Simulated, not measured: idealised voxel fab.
The process module that follows is named voxel plated lines.
Cross-sectional view cut (width: 180 nm; square cell size: 5 nm).
Notation: cross-section as square-cell grid; stated in bands, top first, going down; one or more cell rows per band. Basically the band line says how high the top is and how high the bottom is, in nm, and then what's in it from left to right, every material with its width in nm. Empty space shows up as "air", and if a single material carries "everywhere" it runs the full band edge to edge. Beneath 0, the wafer as received is one material, and that level is where height counting begins. The lowest band goes on downward without a bottom; it is written like "z 0 and below". You'd read "30..40" like this: the band's top row of cells is as wide as the first number, its bottom row is as wide as the second, and going down, every row changes width by the same amount as the row before did. "no alteration" for a step: no cell of the cross-section changed in that step. Heads up: "Sealed cavities" only lists the empty pockets with no open path to the top that are 8 cells or more, and it writes them as width x height at distance, distance from the left edge, in nm. That trailing text on a step's line, after the settings, is the simulator's own remark on the step. "overlay nm" answers the question of how far to the right of plan the mask lay on a step that has a mask, and when it is negative the answer is to the left.
Planned process steps:
1: RECEIVE: material Si
2: CONFORMAL_DEP: material SiN, thk nm 10
3: DIRECTIONAL_DEP: material TiN, thk nm 5
4: PATTERN: tone open, mask id LINES, material resist, width nm 25, pitch nm 40, thk nm 40, overlay nm 0
5: EPI: material Ru, thk nm 10
6: EPI: material Ru, thk nm 10
7: EPI: material Ru, thk nm 5
8: STRIP: etch materials resist
9: DIRECTIONAL_ETCH: etch materials TiN, depth nm 5
10: CONFORMAL_DEP: material SiN, thk nm 10
Wafer, first of two, run as planned:
This is the cross-section of the wafer as we received it, i.e. after step 1:
z 0 and below = Si everywhere
Sealed cavities: none
The wafer in cross-section once step 2 is complete:
z 10 to 0 = SiN everywhere
Below a height of 0, the structure has not been altered.
The wafer in cross-section once step 3 is complete:
z 15 to 10 = TiN everywhere
Below a height of 10, the structure has not been altered.
The wafer in cross-section once step 4 is complete:
z 55 to 15 = resist 55 nm; air 25 nm; resist 15 nm; air 25 nm; resist 60 nm
Below a height of 15, the structure has not been altered.
The wafer in cross-section once step 5 is complete:
z 55 to 25 = resist 55 nm; air 25 nm; resist 15 nm; air 25 nm; resist 60 nm
z 25 to 15 = resist 55 nm; Ru 25 nm; resist 15 nm; Ru 25 nm; resist 60 nm
Below a height of 15, the structure has not been altered.
The wafer in cross-section once step 6 is complete:
z 55 to 35 = resist 55 nm; air 25 nm; resist 15 nm; air 25 nm; resist 60 nm
z 35 to 15 = resist 55 nm; Ru 25 nm; resist 15 nm; Ru 25 nm; resist 60 nm
Below a height of 15, the structure has not been altered.
The wafer in cross-section once step 7 is complete:
z 55 to 40 = resist 55 nm; air 25 nm; resist 15 nm; air 25 nm; resist 60 nm
z 40 to 15 = resist 55 nm; Ru 25 nm; resist 15 nm; Ru 25 nm; resist 60 nm
Below a height of 15, the structure has not been altered.
The wafer in cross-section once step 8 is complete:
z 40 to 15 = air 55 nm; Ru 25 nm; air 15 nm; Ru 25 nm; air 60 nm
Below a height of 15, the structure has not been altered.
The wafer in cross-section once step 9 is complete:
z 40 to 15 = air 55 nm; Ru 25 nm; air 15 nm; Ru 25 nm; air 60 nm
z 15 to 10 = air 55 nm; TiN 25 nm; air 15 nm; TiN 25 nm; air 60 nm
Below a height of 10, the structure has not been altered.
The wafer in cross-section once step 10 is complete:
z 50 to 40 = air 45 nm; SiN 85 nm; air 50 nm
z 40 to 20 = air 45 nm; SiN 10 nm; Ru 25 nm; SiN 15 nm; Ru 25 nm; SiN 10 nm; air 50 nm
z 20 to 15 = SiN 55 nm; Ru 25 nm; SiN 15 nm; Ru 25 nm; SiN 60 nm
z 15 to 10 = SiN 55 nm; TiN 25 nm; SiN 15 nm; TiN 25 nm; SiN 60 nm
Below a height of 10, the structure has not been altered.
Second wafer, same starting state and plan as the first, one mistake in the run, identical through step 2:
Second wafer at the planned finish of step 3, seen in cross-section:
z 25 to 10 = TiN everywhere
Below a height of 10, the structure has not been altered.
Second wafer at the planned finish of step 4, seen in cross-section:
z 65 to 25 = resist 55 nm; air 25 nm; resist 15 nm; air 25 nm; resist 60 nm
Below a height of 25, the structure has not been altered.
Second wafer at the planned finish of step 5, seen in cross-section:
z 65 to 35 = resist 55 nm; air 25 nm; resist 15 nm; air 25 nm; resist 60 nm
z 35 to 25 = resist 55 nm; Ru 25 nm; resist 15 nm; Ru 25 nm; resist 60 nm
Below a height of 25, the structure has not been altered.
Second wafer at the planned finish of step 6, seen in cross-section:
z 65 to 45 = resist 55 nm; air 25 nm; resist 15 nm; air 25 nm; resist 60 nm
z 45 to 25 = resist 55 nm; Ru 25 nm; resist 15 nm; Ru 25 nm; resist 60 nm
Below a height of 25, the structure has not been altered.
Second wafer at the planned finish of step 7, seen in cross-section:
z 65 to 50 = resist 55 nm; air 25 nm; resist 15 nm; air 25 nm; resist 60 nm
z 50 to 25 = resist 55 nm; Ru 25 nm; resist 15 nm; Ru 25 nm; resist 60 nm
Below a height of 25, the structure has not been altered.
Second wafer at the planned finish of step 8, seen in cross-section:
z 50 to 25 = air 55 nm; Ru 25 nm; air 15 nm; Ru 25 nm; air 60 nm
Below a height of 25, the structure has not been altered.
Second wafer at the planned finish of step 9, seen in cross-section:
z 50 to 25 = air 55 nm; Ru 25 nm; air 15 nm; Ru 25 nm; air 60 nm
z 25 to 20 = air 55 nm; TiN 25 nm; air 15 nm; TiN 25 nm; air 60 nm
Below a height of 20, the structure has not been altered.
Second wafer at the planned finish of step 10, seen in cross-section:
z 60 to 50 = air 45 nm; SiN 85 nm; air 50 nm
z 50 to 30 = air 45 nm; SiN 10 nm; Ru 25 nm; SiN 15 nm; Ru 25 nm; SiN 10 nm; air 50 nm
z 30 to 25 = SiN 55 nm; Ru 25 nm; SiN 15 nm; Ru 25 nm; SiN 60 nm
z 25 to 20 = SiN 55 nm; TiN 25 nm; SiN 15 nm; TiN 25 nm; SiN 60 nm
Below a height of 20, the structure has not been altered.
Run error: contrary to plan, step 3 was performed as DIRECTIONAL_DEP: material TiN, thk nm 15
In the final state, the cell counts of the second wafer exceed or fall short of those of the first for the following materials: 72 more of TiN
